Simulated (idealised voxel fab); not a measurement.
process module | voxel double patterning
cross-section cut | 290 nm wide | cells 5 nm
A cross-section is a grid of square cells, given in bands from the top down. A band is one or more rows of cells.
Each band's line starts with the height of the band's top and of its bottom, in nm. Then come its materials from left to right, each with its width in nm. One material with "throughout" fills the band from edge to edge. "air" is empty space.
Height 0 is the level under which the wafer as received is all one material. The lowest band goes on downwards, as in "0 down".
A width such as "30 to 40" changes by the same amount from each row of cells to the next, from the band's top row to its bottom row.
"no change" after a step means that no cell of the cross-section changed.
closed voids: empty space of 8 cells or more with no open way to the top, each as width x height at its distance from the left edge, in nm
after a step's settings: what the simulator itself notes on the step
overlay nm, on a step with a mask: how far to the right of its planned place the mask lay; to the left if negative
plan
1 op RECEIVE | material Si
2 op CONFORMAL_DEP | material SiN | thk nm 5
3 op DIRECTIONAL_DEP | material SiO2 | thk nm 15
4 op DIRECTIONAL_DEP | material SiCN | thk nm 5
5 op DIRECTIONAL_DEP | material aC | thk nm 10
6 op PATTERN | tone open | mask id FIRST | material resist | width nm 15 | pitch nm 50 | thk nm 30 | overlay nm 0
7 op DIRECTIONAL_ETCH | etch materials aC | depth nm 10
8 op STRIP | etch materials resist
9 op DIRECTIONAL_ETCH | etch materials SiCN | depth nm 5
10 op STRIP | etch materials aC
11 op PATTERN | tone open | mask id SECOND | material resist | width nm 15 | thk nm 20 | overlay nm 0
12 op DIRECTIONAL_ETCH | etch materials SiCN | depth nm 5
13 op STRIP | etch materials resist
14 op DIRECTIONAL_ETCH | etch materials SiO2 | depth nm 15
15 op STRIP | etch materials SiCN
first wafer, as planned
as received, after step 1
  0 down: Si throughout
  closed voids: none
after step 2
  5 to 0: SiN throughout
  below 0: unchanged
after step 3
  20 to 5: SiO2 throughout
  below 5: unchanged
after step 4
  25 to 20: SiCN throughout
  below 20: unchanged
after step 5
  35 to 25: aC throughout
  below 25: unchanged
after step 6
  65 to 35: resist 110 | air 15 | resist 35 | air 15 | resist 115
  below 35: unchanged
after step 7
  55 to 35: resist 110 | air 15 | resist 35 | air 15 | resist 115
  35 to 25: aC 110 | air 15 | aC 35 | air 15 | aC 115
  below 25: unchanged
after step 8
  35 to 25: aC 110 | air 15 | aC 35 | air 15 | aC 115
  below 25: unchanged
after step 9
  35 to 25: aC 110 | air 15 | aC 35 | air 15 | aC 115
  25 to 20: SiCN 110 | air 15 | SiCN 35 | air 15 | SiCN 115
  below 20: unchanged
after step 10
  25 to 20: SiCN 110 | air 15 | SiCN 35 | air 15 | SiCN 115
  below 20: unchanged
after step 11
  45 to 25: resist 135 | air 15 | resist 140
  25 to 20: SiCN 110 | resist 15 | SiCN 35 | resist 15 | SiCN 115
  below 20: unchanged
after step 12
  45 to 25: resist 135 | air 15 | resist 140
  25 to 20: SiCN 110 | resist 15 | SiCN 10 | air 15 | SiCN 10 | resist 15 | SiCN 115
  below 20: unchanged
after step 13
  25 to 20: SiCN 110 | air 15 | SiCN 10 | air 15 | SiCN 10 | air 15 | SiCN 115
  below 20: unchanged
after step 14
  25 to 20: SiCN 110 | air 15 | SiCN 10 | air 15 | SiCN 10 | air 15 | SiCN 115
  20 to 5: SiO2 110 | air 15 | SiO2 10 | air 15 | SiO2 10 | air 15 | SiO2 115
  below 5: unchanged
after step 15
  20 to 5: SiO2 110 | air 15 | SiO2 10 | air 15 | SiO2 10 | air 15 | SiO2 115
  below 5: unchanged
second wafer: like start, like plan, one mistake. Through step 5 it matches the first wafer
when step 6 should have ended
  65 to 35: resist 110 | air 20 | resist 30 | air 20 | resist 110
  below 35: unchanged
when step 7 should have ended
  55 to 35: resist 110 | air 20 | resist 30 | air 20 | resist 110
  35 to 25: aC 110 | air 20 | aC 30 | air 20 | aC 110
  below 25: unchanged
when step 8 should have ended
  35 to 25: aC 110 | air 20 | aC 30 | air 20 | aC 110
  below 25: unchanged
when step 9 should have ended
  35 to 25: aC 110 | air 20 | aC 30 | air 20 | aC 110
  25 to 20: SiCN 110 | air 20 | SiCN 30 | air 20 | SiCN 110
  below 20: unchanged
when step 10 should have ended
  25 to 20: SiCN 110 | air 20 | SiCN 30 | air 20 | SiCN 110
  below 20: unchanged
when step 11 should have ended
  45 to 25: resist 135 | air 15 | resist 140
  25 to 20: SiCN 110 | resist 20 | SiCN 30 | resist 20 | SiCN 110
  below 20: unchanged
when step 12 should have ended
  45 to 25: resist 135 | air 15 | resist 140
  25 to 20: SiCN 110 | resist 20 | SiCN 5 | air 15 | SiCN 10 | resist 20 | SiCN 110
  below 20: unchanged
when step 13 should have ended
  25 to 20: SiCN 110 | air 20 | SiCN 5 | air 15 | SiCN 10 | air 20 | SiCN 110
  below 20: unchanged
when step 14 should have ended
  25 to 20: SiCN 110 | air 20 | SiCN 5 | air 15 | SiCN 10 | air 20 | SiCN 110
  20 to 5: SiO2 110 | air 20 | SiO2 5 | air 15 | SiO2 10 | air 20 | SiO2 110
  below 5: unchanged
when step 15 should have ended
  20 to 5: SiO2 110 | air 20 | SiO2 5 | air 15 | SiO2 10 | air 20 | SiO2 110
  below 5: unchanged
what went wrong: step 6 ran as: op PATTERN | tone open | mask id FIRST | material resist | width nm 20 | pitch nm 50 | thk nm 30 | overlay nm 0
at the end the second wafer has, in cells: 6 fewer of SiO2
